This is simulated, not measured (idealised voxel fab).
Name of the process module below: voxel wiring stack
The width of the displayed cross-section, cut, is 235 nm; its cells are square, with a size of 5 nm.
We lay out every cross-section as a grid of square cells and spell it out in bands from the top down, where one band means one or more rows of cells. Top height, bottom height, nm. Materials left to right, width each, nm. Single material + "all across" = fills band edge to edge. "air" = empty. Zero point of the height axis is 0; under it, received wafer = one material. Lowest band: continues down indefinitely, "0 and below". When a width is written as two numbers, as in "30..40", the first number is the width in the top row of cells of the band and the second is the width in its bottom row, and the width changes by the same amount from each row to the next. The designation "no alterations made", where it is given for a processing step, indicates that no cell of the cross-section was altered in the course of that step. "Entrapped voids" specifies each empty space that is not open to the top and that occupies no fewer than 8 cells, using the form width x height at distance, the distance measured from the left edge and all three quantities in nm. Post-settings text on a step line: simulator's own remark regarding the step. "overlay nm" denotes, for a step that has a mask, the displacement of the mask to the right of its planned place, with negative values corresponding to the left.
STEPS IN THE PROCESS PLAN
| 1 | RECEIVE,material Si |
| 2 | CONFORMAL_DEP,material SiO2,thk nm 10 |
| 3 | DIRECTIONAL_DEP,material TiN,thk nm 5 |
| 4 | DIRECTIONAL_DEP,material W,thk nm 20 |
| 5 | PATTERN,tone cover,mask id METAL_1,material resist,width nm 20,pitch nm 40,thk nm 20,overlay nm 0 |
| 6 | DIRECTIONAL_ETCH,etch materials W,depth nm 20 |
| 7 | DIRECTIONAL_ETCH,etch materials TiN,depth nm 5 |
| 8 | STRIP,etch materials resist |
| 9 | FILL_DEP,material lowk,thk nm 5 |
| 10 | CMP,height nm 35 |
| 11 | CONFORMAL_DEP,material SiCN,thk nm 5 |
| 12 | DIRECTIONAL_DEP,material lowk,thk nm 30 |
| 13 | PATTERN,tone open,mask id METAL_2,material resist,width nm 20,pitch nm 40,thk nm 20,overlay nm 0 |
| 14 | DIRECTIONAL_ETCH,etch materials lowk,depth nm 20 |
| 15 | STRIP,etch materials resist |
| 16 | MASKED_ETCH,tone open,mask id METAL_2_HOLES,width nm 15,etch materials lowk,depth nm 10,overlay nm 0 |
| 17 | MASKED_ETCH,tone open,mask id METAL_2_HOLES,width nm 15,etch materials SiCN,depth nm 5,overlay nm 0 |
| 18 | CONFORMAL_DEP,material TiN,thk nm 5 |
| 19 | FILL_DEP,material Cu,thk nm 5 |
| 20 | CMP,height nm 70 |
| 21 | CONFORMAL_DEP,material SiCN,thk nm 5 |
| 22 | DIRECTIONAL_DEP,material lowk,thk nm 35 |
| 23 | DIRECTIONAL_DEP,material aC,thk nm 10 |
| 24 | PATTERN,tone open,mask id METAL_3,material resist,width nm 20,pitch nm 40,thk nm 30,overlay nm 0 |
| 25 | DIRECTIONAL_ETCH,etch materials aC,depth nm 10 |
| 26 | STRIP,etch materials resist |
| 27 | DIRECTIONAL_ETCH,etch materials lowk,depth nm 20 |
| 28 | STRIP,etch materials aC |
| 29 | DIRECTIONAL_DEP,material aC,thk nm 15 |
| 30 | PATTERN,tone open,mask id METAL_3_HOLES,material resist,width nm 15,thk nm 35,overlay nm 0 |
| 31 | DIRECTIONAL_ETCH,etch materials aC,depth nm 15 |
| 32 | STRIP,etch materials resist |
| 33 | DIRECTIONAL_ETCH,etch materials lowk,depth nm 15 |
| 34 | DIRECTIONAL_ETCH,etch materials SiCN,depth nm 5 |
| 35 | STRIP,etch materials aC |
| 36 | CONFORMAL_DEP,material TiN,thk nm 5 |
| 37 | FILL_DEP,material Cu,thk nm 5 |
| 38 | CMP,height nm 110 |
| 39 | CONFORMAL_DEP,material SiCN,thk nm 5 |
| 40 | DIRECTIONAL_DEP,material lowk,thk nm 10 |
| 41 | MASKED_ETCH,tone open,mask id PLUG_3,width nm 15,pitch nm 40,etch materials lowk,depth nm 10,overlay nm 0 |
| 42 | MASKED_ETCH,tone open,mask id PLUG_3,width nm 15,pitch nm 40,etch materials SiCN,depth nm 5,overlay nm 0 |
| 43 | EPI,material Ru,thk nm 10 |
| 44 | EPI,material Ru,thk nm 5 |
| 45 | CONFORMAL_DEP,material SiN,thk nm 5 |
| 46 | DIRECTIONAL_DEP,material lowk,thk nm 20 |
| 47 | MASKED_ETCH,tone open,mask id METAL_4,width nm 20,pitch nm 40,etch materials lowk,depth nm 20,overlay nm 0 |
| 48 | MASKED_ETCH,tone open,mask id METAL_4,width nm 20,pitch nm 40,etch materials SiN,depth nm 5,overlay nm 0 |
| 49 | CONFORMAL_DEP,material TiN,thk nm 5 |
| 50 | FILL_DEP,material Ru,thk nm 5 |
| 51 | CMP,height nm 150 |
| 52 | EPI,material Ru,thk nm 5 |
| 53 | FILL_DEP,material SiCN,thk nm 5 |
DELIVERED WAFER IN CROSS-SECTION: STATE AFTER STEP 1
0 and below  Si all across
Entrapped voids: none
THE FOLLOWING CROSS-SECTION DEPICTS THE WAFER UPON CONCLUSION OF THE MODULE. PROCESSING COMMENCED FROM THE STARTING CONDITION ILLUSTRATED ABOVE AND ADHERED TO THE PLAN ILLUSTRATED ABOVE, SAVE FOR ONE MISTAKE IN EXECUTION
160 down to 155  SiCN all across
155 down to 150  SiCN: 80  Ru: 30  SiCN: 10  Ru: 30  SiCN: 85
150 down to 130  lowk: 85  TiN: 5  Ru: 10  TiN: 5  lowk: 20  TiN: 5  Ru: 10  TiN: 5  lowk: 90
130 down to 125  SiN: 85  TiN: 20  SiN: 20  TiN: 20  SiN: 90
125 down to 115  lowk: 85  Ru: 15  lowk: 25  Ru: 15  lowk: 95
115 down to 110  SiCN: 85  Ru: 15  SiCN: 25  Ru: 15  SiCN: 95
110 down to 100  lowk: 85  TiN: 5  Cu: 15  TiN: 5  lowk: 20  TiN: 5  Cu: 10  TiN: 5  lowk: 85
100 down to 95  lowk: 85  TiN: 10  Cu: 10  TiN: 5  lowk: 20  TiN: 5  Cu: 10  TiN: 5  lowk: 85
95 down to 90  lowk: 90  TiN: 20  lowk: 20  TiN: 20  lowk: 85
90 down to 75  lowk: 90  TiN: 10  lowk: 135
75 down to 70  SiCN: 90  TiN: 10  SiCN: 135
70 down to 55  lowk: 85  TiN: 5  Cu: 10  TiN: 5  lowk: 20  TiN: 5  Cu: 10  TiN: 5  lowk: 90
55 down to 50  lowk: 85  TiN: 5  Cu: 5  TiN: 10  lowk: 20  TiN: 20  lowk: 90
50 down to 40  lowk: 85  TiN: 5  Cu: 5  TiN: 5  lowk: 135
40 down to 35  SiCN: 85  TiN: 15  SiCN: 135
35 down to 15  lowk: 85  W: 20  lowk: 20  W: 20  lowk: 90
15 down to 10  lowk: 85  TiN: 20  lowk: 20  TiN: 20  lowk: 90
10 down to 0  SiO2 all across
0 and below  Si all across
Entrapped voids: none
what went wrong: step 24 was processed under conditions differing from the plan, specifically as PATTERN,tone open,mask id METAL_3,material resist,width nm 20,pitch nm 40,thk nm 30,overlay nm 5
